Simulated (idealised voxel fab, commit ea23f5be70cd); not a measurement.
Process module in this document: voxel gate over fins
Cross-sectional view cut (width: 295 nm; square cell size: 5 nm).
Think of the cross-section as a grid of square cells. We describe it in bands, top to bottom, and each band covers one or more rows of those cells. The entry gives the band's vertical extent as a top height and a bottom height in nm, then its horizontal make-up as materials from left to right, each with a width in nm. "air" stands for empty space; a single material marked "everywhere" fills the band edge to edge. Below 0: as-received wafer, all one material; heights counted from there. Lowest band: no bottom, goes on down, written "from 0 down". Per-row width for "30->40": begins at first number (top row of band), ends at second number (bottom row), increment between rows held constant. When a step is marked "stayed the same", none of the cells in the cross-section changed during that step. So "Fully sealed voids" is basically the list of trapped voids: any empty space of 8 cells or more that can't reach the top through an opening. They're written width x height at distance, the distance being from the left edge, and it's all nm. It should be noted that, on the line of a given step, the content following the step's settings is a remark produced by the simulator itself with respect to that step. A step's line can hold "overlay nm"; with a mask on that step, the setting says how far right of the planned place the mask lay, while a negative setting says it lay to the left. Layout of what follows: cross-section pairs, each bracketing one process step, the after cross-section shown only to the lowest band that changed, the step between and its settings noted under each pair. Pairs may originate in different runs of this module on the same starting wafer; a pair continues from the pair above only where its entry headed "Before the process" says so.
# Before the process
	from 10 to 0 = air: 110 | SiN: 15 | air: 40 | SiN: 15 | air: 115
	from 0 to -15 = air: 110 | Si: 15 | air: 40 | Si: 15 | air: 115
	from -15 to -20 = SiO2: 110 | Si: 15 | SiO2: 40 | Si: 15 | SiO2: 115
	from -20 to -25 = SiO2: 110 | Si: 15 | SiO2: 5 | TiN: 5 | Ru: 15 | TiN: 5 | SiO2: 10 | Si: 15 | SiO2: 115
	from -25 to -30 = SiO2: 110 | Si: 15 | SiO2: 5 | TiN: 25 | SiO2: 10 | Si: 15 | SiO2: 115
	from -30 to -35 = SiO2: 110 | Si: 15 | SiO2: 40 | Si: 15 | SiO2: 115
	from -35 down = Si everywhere
	Fully sealed voids: none
# Section After Processing
	from 0 to -15 = air: 110 | Si: 15 | air: 40 | Si: 15 | air: 115
	Whatever lies below -15 is exactly as it was before.
	Fully sealed voids: none
Intermediate step for the cross-sections above: STRIP, etch materials SiN
Before the process: identical to the post-step cross-section of the immediately preceding pair.
# Section After Processing
	from 5 to 0 = air: 105 | HfO2: 25 | air: 30 | HfO2: 25 | air: 110
	from 0 to -10 = air: 105 | HfO2: 5 | Si: 15 | HfO2: 5 | air: 30 | HfO2: 5 | Si: 15 | HfO2: 5 | air: 110
	from -10 to -15 = HfO2: 110 | Si: 15 | HfO2: 40 | Si: 15 | HfO2: 115
	Whatever lies below -15 is exactly as it was before.
	Fully sealed voids: none
Intermediate step for the cross-sections above: CONFORMAL_DEP, material HfO2, thk nm 5
Before the process: identical to the post-step cross-section of the immediately preceding pair.
# Section After Processing
	from 10 to 5 = air: 100 | TiN: 35 | air: 20 | TiN: 35 | air: 105
	from 5 to 0 = air: 100 | TiN: 5 | HfO2: 25 | TiN: 5 | air: 20 | TiN: 5 | HfO2: 25 | TiN: 5 | air: 105
	from 0 to -5 = air: 100 | TiN: 5 | HfO2: 5 | Si: 15 | HfO2: 5 | TiN: 5 | air: 20 | TiN: 5 | HfO2: 5 | Si: 15 | HfO2: 5 | TiN: 5 | air: 105
	from -5 to -10 = TiN: 105 | HfO2: 5 | Si: 15 | HfO2: 5 | TiN: 30 | HfO2: 5 | Si: 15 | HfO2: 5 | TiN: 110
	Whatever lies below -10 is exactly as it was before.
	Fully sealed voids: none
Intermediate step for the cross-sections above: CONFORMAL_DEP, material TiN, thk nm 5
Before the process: identical to the post-step cross-section of the immediately preceding pair.
# Section After Processing
	from 20 to 10 = W everywhere
	from 10 to 5 = W: 100 | TiN: 35 | W: 20 | TiN: 35 | W: 105
	from 5 to 0 = W: 100 | TiN: 5 | HfO2: 25 | TiN: 5 | W: 20 | TiN: 5 | HfO2: 25 | TiN: 5 | W: 105
	from 0 to -5 = W: 100 | TiN: 5 | HfO2: 5 | Si: 15 | HfO2: 5 | TiN: 5 | W: 20 | TiN: 5 | HfO2: 5 | Si: 15 | HfO2: 5 | TiN: 5 | W: 105
	Whatever lies below -5 is exactly as it was before.
	Fully sealed voids: none
Intermediate step for the cross-sections above: FILL_DEP, material W, thk nm 10
Before the process: identical to the post-step cross-section of the immediately preceding pair.
# Section After Processing
	from 15 to 10 = W everywhere
	Whatever lies below 10 is exactly as it was before.
	Fully sealed voids: none
Intermediate step for the cross-sections above: CMP, height nm 15
Before the process: identical to the post-step cross-section of the immediately preceding pair.
# Section After Processing
	from 25 to 15 = SiCN everywhere
	Whatever lies below 15 is exactly as it was before.
	Fully sealed voids: none
Intermediate step for the cross-sections above: CONFORMAL_DEP, material SiCN, thk nm 10
# Before the process
	from 10 to 0 = SiO2: 110 | SiN: 15 | SiO2: 40 | SiN: 15 | SiO2: 115
	from 0 to -35 = SiO2: 110 | Si: 15 | SiO2: 40 | Si: 15 | SiO2: 115
	from -35 down = Si everywhere
	Fully sealed voids: none
# Section After Processing
	from 25 to 10 = resist: 125 | air: 15 | resist: 155
	Whatever lies below 10 is exactly as it was before.
	Fully sealed voids: none
Intermediate step for the cross-sections above: PATTERN, tone open, mask id RAIL, material resist, width nm 15, thk nm 15, overlay nm -10
Before the process: identical to the post-step cross-section of the immediately preceding pair.
# Section After Processing
	from 25 to 10 = resist: 125 | air: 15 | resist: 155
	from 10 to 0 = SiO2: 110 | SiN: 15 | air: 15 | SiO2: 25 | SiN: 15 | SiO2: 115
	from 0 to -30 = SiO2: 110 | Si: 15 | air: 15 | SiO2: 25 | Si: 15 | SiO2: 115
	Whatever lies below -30 is exactly as it was before.
	Fully sealed voids: none
Intermediate step for the cross-sections above: DIRECTIONAL_ETCH, etch materials SiO2, depth nm 40
Before the process: identical to the post-step cross-section of the immediately preceding pair.
# Section After Processing
	from 10 to 0 = SiO2: 110 | SiN: 15 | air: 15 | SiO2: 25 | SiN: 15 | SiO2: 115
	Whatever lies below 0 is exactly as it was before.
	Fully sealed voids: none
Intermediate step for the cross-sections above: STRIP, etch materials resist
Before the process: identical to the post-step cross-section of the immediately preceding pair.
# Section After Processing
	from 15 to 10 = TiN: 130 | air: 5 | TiN: 160
	from 10 to 0 = SiO2: 110 | SiN: 15 | TiN: 5 | air: 5 | TiN: 5 | SiO2: 25 | SiN: 15 | SiO2: 115
	from 0 to -25 = SiO2: 110 | Si: 15 | TiN: 5 | air: 5 | TiN: 5 | SiO2: 25 | Si: 15 | SiO2: 115
	from -25 to -30 = SiO2: 110 | Si: 15 | TiN: 15 | SiO2: 25 | Si: 15 | SiO2: 115
	Whatever lies below -30 is exactly as it was before.
	Fully sealed voids: none
Intermediate step for the cross-sections above: CONFORMAL_DEP, material TiN, thk nm 5
Before the process: identical to the post-step cross-section of the immediately preceding pair.
# Section After Processing
	from 20 to 15 = Ru everywhere
	from 15 to 10 = TiN: 130 | Ru: 5 | TiN: 160
	from 10 to 0 = SiO2: 110 | SiN: 15 | TiN: 5 | Ru: 5 | TiN: 5 | SiO2: 25 | SiN: 15 | SiO2: 115
	from 0 to -25 = SiO2: 110 | Si: 15 | TiN: 5 | Ru: 5 | TiN: 5 | SiO2: 25 | Si: 15 | SiO2: 115
	Whatever lies below -25 is exactly as it was before.
	Fully sealed voids: none
Intermediate step for the cross-sections above: FILL_DEP, material Ru, thk nm 5
Before the process: identical to the post-step cross-section of the immediately preceding pair.
# Section After Processing
	from 10 to 0 = SiO2: 110 | SiN: 15 | TiN: 5 | Ru: 5 | TiN: 5 | SiO2: 25 | SiN: 15 | SiO2: 115
	Whatever lies below 0 is exactly as it was before.
	Fully sealed voids: none
Intermediate step for the cross-sections above: CMP, height nm 10
Before the process: identical to the post-step cross-section of the immediately preceding pair.
# Section After Processing
	from 10 to 0 = SiO2: 110 | SiN: 15 | air: 15 | SiO2: 25 | SiN: 15 | SiO2: 115
	from 0 to -20 = SiO2: 110 | Si: 15 | air: 15 | SiO2: 25 | Si: 15 | SiO2: 115
	Whatever lies below -20 is exactly as it was before.
	Fully sealed voids: none
Intermediate step for the cross-sections above: SELECTIVE_ETCH, etch materials W Ru TiN, depth nm 30
Before the process: identical to the post-step cross-section of the immediately preceding pair.
# Section After Processing
	from 15 to 10 = SiO2 everywhere
	from 10 to 0 = SiO2: 110 | SiN: 15 | SiO2: 40 | SiN: 15 | SiO2: 115
	from 0 to -20 = SiO2: 110 | Si: 15 | SiO2: 40 | Si: 15 | SiO2: 115
	Whatever lies below -20 is exactly as it was before.
	Fully sealed voids: none
Intermediate step for the cross-sections above: FILL_DEP, material SiO2, thk nm 5
Before the process: identical to the post-step cross-section of the immediately preceding pair.
# Section After Processing
	from 10 to 0 = SiO2: 110 | SiN: 15 | SiO2: 40 | SiN: 15 | SiO2: 115
	Whatever lies below 0 is exactly as it was before.
	Fully sealed voids: none
Intermediate step for the cross-sections above: CMP, height nm 10
Before the process: identical to the post-step cross-section of the immediately preceding pair.
# Section After Processing
	from 10 to 0 = air: 110 | SiN: 15 | air: 40 | SiN: 15 | air: 115
	from 0 to -15 = air: 110 | Si: 15 | air: 40 | Si: 15 | air: 115
	Whatever lies below -15 is exactly as it was before.
	Fully sealed voids: none
Intermediate step for the cross-sections above: SELECTIVE_ETCH, etch materials SiO2, depth nm 25
Before the process: identical to the post-step cross-section of the immediately preceding pair.
# Section After Processing
	from 0 to -15 = air: 110 | Si: 15 | air: 40 | Si: 15 | air: 115
	Whatever lies below -15 is exactly as it was before.
	Fully sealed voids: none
Intermediate step for the cross-sections above: STRIP, etch materials SiN
Before the process: identical to the post-step cross-section of the immediately preceding pair.
# Section After Processing
	from 5 to 0 = air: 105 | HfO2: 25 | air: 30 | HfO2: 25 | air: 110
	from 0 to -10 = air: 105 | HfO2: 5 | Si: 15 | HfO2: 5 | air: 30 | HfO2: 5 | Si: 15 | HfO2: 5 | air: 110
	from -10 to -15 = HfO2: 110 | Si: 15 | HfO2: 40 | Si: 15 | HfO2: 115
	Whatever lies below -15 is exactly as it was before.
	Fully sealed voids: none
Intermediate step for the cross-sections above: CONFORMAL_DEP, material HfO2, thk nm 5
Before the process: identical to the post-step cross-section of the immediately preceding pair.
# Section After Processing
	from 10 to 5 = air: 100 | TiN: 35 | air: 20 | TiN: 35 | air: 105
	from 5 to 0 = air: 100 | TiN: 5 | HfO2: 25 | TiN: 5 | air: 20 | TiN: 5 | HfO2: 25 | TiN: 5 | air: 105
	from 0 to -5 = air: 100 | TiN: 5 | HfO2: 5 | Si: 15 | HfO2: 5 | TiN: 5 | air: 20 | TiN: 5 | HfO2: 5 | Si: 15 | HfO2: 5 | TiN: 5 | air: 105
	from -5 to -10 = TiN: 105 | HfO2: 5 | Si: 15 | HfO2: 5 | TiN: 30 | HfO2: 5 | Si: 15 | HfO2: 5 | TiN: 110
	Whatever lies below -10 is exactly as it was before.
	Fully sealed voids: none
Intermediate step for the cross-sections above: CONFORMAL_DEP, material TiN, thk nm 5
Before the process: identical to the post-step cross-section of the immediately preceding pair.
# Section After Processing
	from 20 to 10 = W everywhere
	from 10 to 5 = W: 100 | TiN: 35 | W: 20 | TiN: 35 | W: 105
	from 5 to 0 = W: 100 | TiN: 5 | HfO2: 25 | TiN: 5 | W: 20 | TiN: 5 | HfO2: 25 | TiN: 5 | W: 105
	from 0 to -5 = W: 100 | TiN: 5 | HfO2: 5 | Si: 15 | HfO2: 5 | TiN: 5 | W: 20 | TiN: 5 | HfO2: 5 | Si: 15 | HfO2: 5 | TiN: 5 | W: 105
	Whatever lies below -5 is exactly as it was before.
	Fully sealed voids: none
Intermediate step for the cross-sections above: FILL_DEP, material W, thk nm 10
Before the process: identical to the post-step cross-section of the immediately preceding pair.
# Section After Processing
	from 15 to 10 = W everywhere
	Whatever lies below 10 is exactly as it was before.
	Fully sealed voids: none
Intermediate step for the cross-sections above: CMP, height nm 15
Before the process: identical to the post-step cross-section of the immediately preceding pair.
# Section After Processing
	from 25 to 15 = SiCN everywhere
	Whatever lies below 15 is exactly as it was before.
	Fully sealed voids: none
Intermediate step for the cross-sections above: CONFORMAL_DEP, material SiCN, thk nm 10
# Before the process
	from 10 to 0 = air: 110 | SiN: 15 | air: 40 | SiN: 15 | air: 115
	from 0 to -35 = air: 110 | Si: 15 | air: 40 | Si: 15 | air: 115
	from -35 down = Si everywhere
	Fully sealed voids: none
# Section After Processing
	from 20 to 10 = HfO2 everywhere
	from 10 to 0 = HfO2: 110 | SiN: 15 | HfO2: 40 | SiN: 15 | HfO2: 115
	from 0 to -35 = HfO2: 110 | Si: 15 | HfO2: 40 | Si: 15 | HfO2: 115
	Whatever lies below -35 is exactly as it was before.
	Fully sealed voids: none
Intermediate step for the cross-sections above: FILL_DEP, material HfO2, thk nm 10
Before the process: identical to the post-step cross-section of the immediately preceding pair.
# Section After Processing
	from 10 to 0 = HfO2: 110 | SiN: 15 | HfO2: 40 | SiN: 15 | HfO2: 115
	Whatever lies below 0 is exactly as it was before.
	Fully sealed voids: none
Intermediate step for the cross-sections above: CMP, height nm 10
Before the process: identical to the post-step cross-section of the immediately preceding pair.
# Section After Processing
	from 25 to 10 = resist: 135 | air: 15 | resist: 145
	Whatever lies below 10 is exactly as it was before.
	Fully sealed voids: none
Intermediate step for the cross-sections above: PATTERN, tone open, mask id RAIL, material resist, width nm 15, thk nm 15, overlay nm 0
Before the process: identical to the post-step cross-section of the immediately preceding pair.
# Section After Processing
	from 10 to 0 = HfO2: 110 | SiN: 15 | HfO2: 40 | SiN: 15 | HfO2: 115
	Whatever lies below 0 is exactly as it was before.
	Fully sealed voids: none
Intermediate step for the cross-sections above: STRIP, etch materials resist
Before the process: identical to the post-step cross-section of the immediately preceding pair.
# Section After Processing
	from 15 to 10 = TiN everywhere
	Whatever lies below 10 is exactly as it was before.
	Fully sealed voids: none
Intermediate step for the cross-sections above: CONFORMAL_DEP, material TiN, thk nm 5
Before the process: identical to the post-step cross-section of the immediately preceding pair.
# Section After Processing
	from 20 to 15 = Ru everywhere
	Whatever lies below 15 is exactly as it was before.
	Fully sealed voids: none
Intermediate step for the cross-sections above: FILL_DEP, material Ru, thk nm 5
Before the process: identical to the post-step cross-section of the immediately preceding pair.
# Section After Processing
	from 10 to 0 = HfO2: 110 | SiN: 15 | HfO2: 40 | SiN: 15 | HfO2: 115
	Whatever lies below 0 is exactly as it was before.
	Fully sealed voids: none
Intermediate step for the cross-sections above: CMP, height nm 10
Before the process: identical to the post-step cross-section of the immediately preceding pair.
# Section After Processing
	from 15 to 10 = SiO2 everywhere
	Whatever lies below 10 is exactly as it was before.
	Fully sealed voids: none
Intermediate step for the cross-sections above: FILL_DEP, material SiO2, thk nm 5
Before the process: identical to the post-step cross-section of the immediately preceding pair.
# Section After Processing
	from 10 to 0 = HfO2: 110 | SiN: 15 | HfO2: 40 | SiN: 15 | HfO2: 115
	Whatever lies below 0 is exactly as it was before.
	Fully sealed voids: none
Intermediate step for the cross-sections above: CMP, height nm 10
Before the process: identical to the post-step cross-section of the immediately preceding pair.
# Section After Processing
	from 10 to 0 = HfO2: 110 | air: 15 | HfO2: 40 | air: 15 | HfO2: 115
	Whatever lies below 0 is exactly as it was before.
	Fully sealed voids: none
Intermediate step for the cross-sections above: STRIP, etch materials SiN
Before the process: identical to the post-step cross-section of the immediately preceding pair.
# Section After Processing
	from 15 to 5 = HfO2: 115 | air: 5 | HfO2: 50 | air: 5 | HfO2: 120
	from 5 to 0 = HfO2 everywhere
	Whatever lies below 0 is exactly as it was before.
	Fully sealed voids: none
Intermediate step for the cross-sections above: CONFORMAL_DEP, material HfO2, thk nm 5
Before the process: identical to the post-step cross-section of the immediately preceding pair.
# Section After Processing
	from 20 to 15 = TiN everywhere
	from 15 to 5 = HfO2: 115 | TiN: 5 | HfO2: 50 | TiN: 5 | HfO2: 120
	Whatever lies below 5 is exactly as it was before.
	Fully sealed voids: none
Intermediate step for the cross-sections above: CONFORMAL_DEP, material TiN, thk nm 5
Before the process: identical to the post-step cross-section of the immediately preceding pair.
# Section After Processing
	from 30 to 20 = W everywhere
	Whatever lies below 20 is exactly as it was before.
	Fully sealed voids: none
Intermediate step for the cross-sections above: FILL_DEP, material W, thk nm 10
Before the process: identical to the post-step cross-section of the immediately preceding pair.
# Section After Processing
	from 15 to 5 = HfO2: 115 | TiN: 5 | HfO2: 50 | TiN: 5 | HfO2: 120
	Whatever lies below 5 is exactly as it was before.
	Fully sealed voids: none
Intermediate step for the cross-sections above: CMP, height nm 15
Before the process: identical to the post-step cross-section of the immediately preceding pair.
# Section After Processing
	from 25 to 15 = SiCN everywhere
	Whatever lies below 15 is exactly as it was before.
	Fully sealed voids: none
Intermediate step for the cross-sections above: CONFORMAL_DEP, material SiCN, thk nm 10
# Before the process
	from 10 to 0 = SiO2: 110 | SiN: 15 | SiO2: 40 | SiN: 15 | SiO2: 115
	from 0 to -35 = SiO2: 110 | Si: 15 | SiO2: 40 | Si: 15 | SiO2: 115
	from -35 down = Si everywhere
	Fully sealed voids: none
# Section After Processing
	from 25 to 10 = air: 135 | resist: 15 | air: 145
	Whatever lies below 10 is exactly as it was before.
	Fully sealed voids: none
Intermediate step for the cross-sections above: PATTERN, tone cover, mask id RAIL, material resist, width nm 15, thk nm 15, overlay nm 0
Before the process: identical to the post-step cross-section of the immediately preceding pair.
# Section After Processing
	from 25 to 10 = air: 135 | resist: 15 | air: 145
	from 10 to 0 = air: 110 | SiN: 15 | air: 10 | SiO2: 15 | air: 15 | SiN: 15 | air: 115
	from 0 to -30 = air: 110 | Si: 15 | air: 10 | SiO2: 15 | air: 15 | Si: 15 | air: 115
	Whatever lies below -30 is exactly as it was before.
	Fully sealed voids: none
Intermediate step for the cross-sections above: DIRECTIONAL_ETCH, etch materials SiO2, depth nm 40
Before the process: identical to the post-step cross-section of the immediately preceding pair.
# Section After Processing
	from 10 to 0 = air: 110 | SiN: 15 | air: 10 | SiO2: 15 | air: 15 | SiN: 15 | air: 115
	Whatever lies below 0 is exactly as it was before.
	Fully sealed voids: none
Intermediate step for the cross-sections above: STRIP, etch materials resist
Before the process: identical to the post-step cross-section of the immediately preceding pair.
# Section After Processing
	from 15 to 10 = air: 105 | TiN: 50 | air: 5 | TiN: 25 | air: 110
	from 10 to 0 = air: 105 | TiN: 5 | SiN: 15 | TiN: 10 | SiO2: 15 | TiN: 5 | air: 5 | TiN: 5 | SiN: 15 | TiN: 5 | air: 110
	from 0 to -25 = air: 105 | TiN: 5 | Si: 15 | TiN: 10 | SiO2: 15 | TiN: 5 | air: 5 | TiN: 5 | Si: 15 | TiN: 5 | air: 110
	from -25 to -30 = TiN: 110 | Si: 15 | TiN: 10 | SiO2: 15 | TiN: 15 | Si: 15 | TiN: 115
	Whatever lies below -30 is exactly as it was before.
	Fully sealed voids: none
Intermediate step for the cross-sections above: CONFORMAL_DEP, material TiN, thk nm 5
Before the process: identical to the post-step cross-section of the immediately preceding pair.
# Section After Processing
	from 20 to 15 = Ru everywhere
	from 15 to 10 = Ru: 105 | TiN: 50 | Ru: 5 | TiN: 25 | Ru: 110
	from 10 to 0 = Ru: 105 | TiN: 5 | SiN: 15 | TiN: 10 | SiO2: 15 | TiN: 5 | Ru: 5 | TiN: 5 | SiN: 15 | TiN: 5 | Ru: 110
	from 0 to -25 = Ru: 105 | TiN: 5 | Si: 15 | TiN: 10 | SiO2: 15 | TiN: 5 | Ru: 5 | TiN: 5 | Si: 15 | TiN: 5 | Ru: 110
	Whatever lies below -25 is exactly as it was before.
	Fully sealed voids: none
Intermediate step for the cross-sections above: FILL_DEP, material Ru, thk nm 5
Before the process: identical to the post-step cross-section of the immediately preceding pair.
# Section After Processing
	from 10 to 0 = Ru: 105 | TiN: 5 | SiN: 15 | TiN: 10 | SiO2: 15 | TiN: 5 | Ru: 5 | TiN: 5 | SiN: 15 | TiN: 5 | Ru: 110
	Whatever lies below 0 is exactly as it was before.
	Fully sealed voids: none
Intermediate step for the cross-sections above: CMP, height nm 10
Before the process: identical to the post-step cross-section of the immediately preceding pair.
# Section After Processing
	from 10 to 0 = air: 110 | SiN: 15 | air: 10 | SiO2: 15 | air: 15 | SiN: 15 | air: 115
	from 0 to -20 = air: 110 | Si: 15 | air: 10 | SiO2: 15 | air: 15 | Si: 15 | air: 115
	Whatever lies below -20 is exactly as it was before.
	Fully sealed voids: none
Intermediate step for the cross-sections above: SELECTIVE_ETCH, etch materials W Ru TiN, depth nm 30
Before the process: identical to the post-step cross-section of the immediately preceding pair.
# Section After Processing
	from 15 to 10 = SiO2 everywhere
	from 10 to 0 = SiO2: 110 | SiN: 15 | SiO2: 40 | SiN: 15 | SiO2: 115
	from 0 to -20 = SiO2: 110 | Si: 15 | SiO2: 40 | Si: 15 | SiO2: 115
	Whatever lies below -20 is exactly as it was before.
	Fully sealed voids: none
Intermediate step for the cross-sections above: FILL_DEP, material SiO2, thk nm 5
Before the process: identical to the post-step cross-section of the immediately preceding pair.
# Section After Processing
	from 10 to 0 = SiO2: 110 | SiN: 15 | SiO2: 40 | SiN: 15 | SiO2: 115
	Whatever lies below 0 is exactly as it was before.
	Fully sealed voids: none
Intermediate step for the cross-sections above: CMP, height nm 10
Before the process: identical to the post-step cross-section of the immediately preceding pair.
# Section After Processing
	from 10 to 0 = air: 110 | SiN: 15 | air: 40 | SiN: 15 | air: 115
	from 0 to -15 = air: 110 | Si: 15 | air: 40 | Si: 15 | air: 115
	Whatever lies below -15 is exactly as it was before.
	Fully sealed voids: none
Intermediate step for the cross-sections above: SELECTIVE_ETCH, etch materials SiO2, depth nm 25
Before the process: identical to the post-step cross-section of the immediately preceding pair.
# Section After Processing
	from 0 to -15 = air: 110 | Si: 15 | air: 40 | Si: 15 | air: 115
	Whatever lies below -15 is exactly as it was before.
	Fully sealed voids: none
Intermediate step for the cross-sections above: STRIP, etch materials SiN
Before the process: identical to the post-step cross-section of the immediately preceding pair.
# Section After Processing
	from 5 to 0 = air: 105 | HfO2: 25 | air: 30 | HfO2: 25 | air: 110
	from 0 to -10 = air: 105 | HfO2: 5 | Si: 15 | HfO2: 5 | air: 30 | HfO2: 5 | Si: 15 | HfO2: 5 | air: 110
	from -10 to -15 = HfO2: 110 | Si: 15 | HfO2: 40 | Si: 15 | HfO2: 115
	Whatever lies below -15 is exactly as it was before.
	Fully sealed voids: none
Intermediate step for the cross-sections above: CONFORMAL_DEP, material HfO2, thk nm 5
Before the process: identical to the post-step cross-section of the immediately preceding pair.
# Section After Processing
	from 10 to 5 = air: 100 | TiN: 35 | air: 20 | TiN: 35 | air: 105
	from 5 to 0 = air: 100 | TiN: 5 | HfO2: 25 | TiN: 5 | air: 20 | TiN: 5 | HfO2: 25 | TiN: 5 | air: 105
	from 0 to -5 = air: 100 | TiN: 5 | HfO2: 5 | Si: 15 | HfO2: 5 | TiN: 5 | air: 20 | TiN: 5 | HfO2: 5 | Si: 15 | HfO2: 5 | TiN: 5 | air: 105
	from -5 to -10 = TiN: 105 | HfO2: 5 | Si: 15 | HfO2: 5 | TiN: 30 | HfO2: 5 | Si: 15 | HfO2: 5 | TiN: 110
	Whatever lies below -10 is exactly as it was before.
	Fully sealed voids: none
Intermediate step for the cross-sections above: CONFORMAL_DEP, material TiN, thk nm 5
Before the process: identical to the post-step cross-section of the immediately preceding pair.
# Section After Processing
	from 20 to 10 = W everywhere
	from 10 to 5 = W: 100 | TiN: 35 | W: 20 | TiN: 35 | W: 105
	from 5 to 0 = W: 100 | TiN: 5 | HfO2: 25 | TiN: 5 | W: 20 | TiN: 5 | HfO2: 25 | TiN: 5 | W: 105
	from 0 to -5 = W: 100 | TiN: 5 | HfO2: 5 | Si: 15 | HfO2: 5 | TiN: 5 | W: 20 | TiN: 5 | HfO2: 5 | Si: 15 | HfO2: 5 | TiN: 5 | W: 105
	Whatever lies below -5 is exactly as it was before.
	Fully sealed voids: none
Intermediate step for the cross-sections above: FILL_DEP, material W, thk nm 10
Before the process: identical to the post-step cross-section of the immediately preceding pair.
# Section After Processing
	from 15 to 10 = W everywhere
	Whatever lies below 10 is exactly as it was before.
	Fully sealed voids: none
Intermediate step for the cross-sections above: CMP, height nm 15
Before the process: identical to the post-step cross-section of the immediately preceding pair.
# Section After Processing
	from 25 to 15 = SiCN everywhere
	Whatever lies below 15 is exactly as it was before.
	Fully sealed voids: none
Intermediate step for the cross-sections above: CONFORMAL_DEP, material SiCN, thk nm 10
